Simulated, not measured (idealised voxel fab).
process module | voxel lift off
cross-section cut | 195 nm wide | cells 5 nm
A cross-section is a grid of square cells, given in bands from the top down. A band is one or more rows of cells.
Each band's line starts with the height of the band's top and of its bottom, in nm. Then come its materials from left to right, each with its width in nm. One material with "throughout" fills the band from edge to edge. "air" is empty space.
Height 0 is the level under which the wafer as received is all one material. The lowest band goes on downwards, as in "0 down".
A width such as "30 to 40" changes by the same amount from each row of cells to the next, from the band's top row to its bottom row.
"no change" after a step means that no cell of the cross-section changed.
closed voids: empty space of 8 cells or more with no open way to the top, each as width x height at its distance from the left edge, in nm
after a step's settings: what the simulator itself notes on the step
overlay nm, on a step with a mask: how far to the right of its planned place the mask lay; to the left if negative
plan
1 op RECEIVE | material Si
2 op CONFORMAL_DEP | material SiO2 | thk nm 10
3 op PATTERN | tone open | mask id LINES | material resist | width nm 20 | pitch nm 40 | thk nm 25 | overlay nm 0
4 op DIRECTIONAL_DEP | material Ru | thk nm 15
5 op STRIP | etch materials resist
6 op CONFORMAL_DEP | material SiO2 | thk nm 10
as received, after step 1
  0 down: Si throughout
  closed voids: none
a wafer at the end: this start, this plan, one mistake
  25 to 20: air 55 | SiO2 80 | air 60
  20 to 15: SiO2 throughout
  15 to 10: SiO2 65 | Ru 20 | SiO2 20 | Ru 20 | SiO2 70
  10 to 0: SiO2 throughout
  0 down: Si throughout
  closed voids: none
what went wrong: step 4 ran as: op DIRECTIONAL_DEP | material Ru | thk nm 5
